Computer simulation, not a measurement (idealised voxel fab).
The following is a process module called voxel tone inversion.
Section cut is 195 nm wide and gridded with 5 nm square cells.
A cross-section is written here as square cells arranged in a grid, and it is given in bands from the top down, each band taking up one or more rows of cells. Look at the band entry: it leads with the top's height and the bottom's height in nm. Then it lists the materials left to right, with a width in nm for each. The word "full width" on a single material says that material fills the band edge to edge. The word "air" is empty space. Ref level 0: as-received wafer is one material below here. Bottom band extends down with no lower bound ("0 and below"). So if you see something like "30..40" for the width, read it as the top row of the band sitting at the first number and the bottom row at the second, with every row in between moving by the same amount as the last. Where a step carries "changes: none", the cross-section came out of it unchanged, cell for cell. Heads up: "Sealed void listing" only lists the empty pockets with no open path to the top that are 8 cells or more, and it writes them as width x height at distance, distance from the left edge, in nm. Read whatever lies past the settings on a step's line as the simulator's own remark about the step. If you see "overlay nm" on a step's line and that step has a mask, it's telling you how far right of where it was planned the mask ended up; a negative number means it went left instead.
SET OUT BELOW ARE THE PLANNED STEPS OF THE PROCESS
- 1: RECEIVE (material Si)
- 2: CONFORMAL_DEP (material SiCN; thk nm 10)
- 3: DIRECTIONAL_DEP (material aC; thk nm 15)
- 4: PATTERN (tone cover; mask id POSTS; material resist; width nm 25; pitch nm 55; thk nm 25; overlay nm 0)
- 5: DIRECTIONAL_ETCH (etch materials aC; depth nm 15)
- 6: STRIP (etch materials resist)
- 7: FILL_DEP (material lowk; thk nm 5)
- 8: CMP (height nm 25)
- 9: STRIP (etch materials aC)
BELOW: THE FIRST OF TWO WAFERS, RUN AS PLANNED
CROSS-SECTION, INCOMING MATERIAL, AFTER STEP 1
- 0 and below = Si full width
- Sealed void listing: none
AFTER STEP 2, IN CROSS-SECTION
- 10 down to 0 = SiCN full width
- Anything lower than 0 is untouched.
AFTER STEP 3, IN CROSS-SECTION
- 25 down to 10 = aC full width
- Anything lower than 10 is untouched.
AFTER STEP 4, IN CROSS-SECTION
- 50 down to 25 = air=30; resist=25; air=30; resist=25; air=30; resist=25; air=30
- Anything lower than 25 is untouched.
AFTER STEP 5, IN CROSS-SECTION
- 35 down to 25 = air=30; resist=25; air=30; resist=25; air=30; resist=25; air=30
- 25 down to 10 = air=30; aC=25; air=30; aC=25; air=30; aC=25; air=30
- Anything lower than 10 is untouched.
AFTER STEP 6, IN CROSS-SECTION
- 25 down to 10 = air=30; aC=25; air=30; aC=25; air=30; aC=25; air=30
- Anything lower than 10 is untouched.
AFTER STEP 7, IN CROSS-SECTION
- 30 down to 25 = lowk full width
- 25 down to 10 = lowk=30; aC=25; lowk=30; aC=25; lowk=30; aC=25; lowk=30
- Anything lower than 10 is untouched.
AFTER STEP 8, IN CROSS-SECTION
- 25 down to 10 = lowk=30; aC=25; lowk=30; aC=25; lowk=30; aC=25; lowk=30
- Anything lower than 10 is untouched.
AFTER STEP 9, IN CROSS-SECTION
- 25 down to 10 = lowk=30; air=25; lowk=30; air=25; lowk=30; air=25; lowk=30
- Anything lower than 10 is untouched.
SECOND WAFER, SAME STARTING STATE AND PLAN AS THE FIRST, ONE MISTAKE IN THE RUN, IDENTICAL THROUGH STEP 6
CROSS-SECTION OF THE SECOND WAFER AT THE TIME BY WHICH STEP 7 SHOULD HAVE BEEN COMPLETED ACCORDING TO THE PLAN
- 30 down to 25 = SiCN full width
- 25 down to 10 = SiCN=30; aC=25; SiCN=30; aC=25; SiCN=30; aC=25; SiCN=30
- Anything lower than 10 is untouched.
CROSS-SECTION OF THE SECOND WAFER AT THE TIME BY WHICH STEP 8 SHOULD HAVE BEEN COMPLETED ACCORDING TO THE PLAN
- 25 down to 10 = SiCN=30; aC=25; SiCN=30; aC=25; SiCN=30; aC=25; SiCN=30
- Anything lower than 10 is untouched.
CROSS-SECTION OF THE SECOND WAFER AT THE TIME BY WHICH STEP 9 SHOULD HAVE BEEN COMPLETED ACCORDING TO THE PLAN
- 25 down to 10 = SiCN=30; air=25; SiCN=30; air=25; SiCN=30; air=25; SiCN=30
- Anything lower than 10 is untouched.
Processing error: off-plan run, step 7, actual operation and settings FILL_DEP (material SiCN; thk nm 5)
Final cells, second wafer relative to first, materials higher or lower: +72 SiCN; -72 lowk
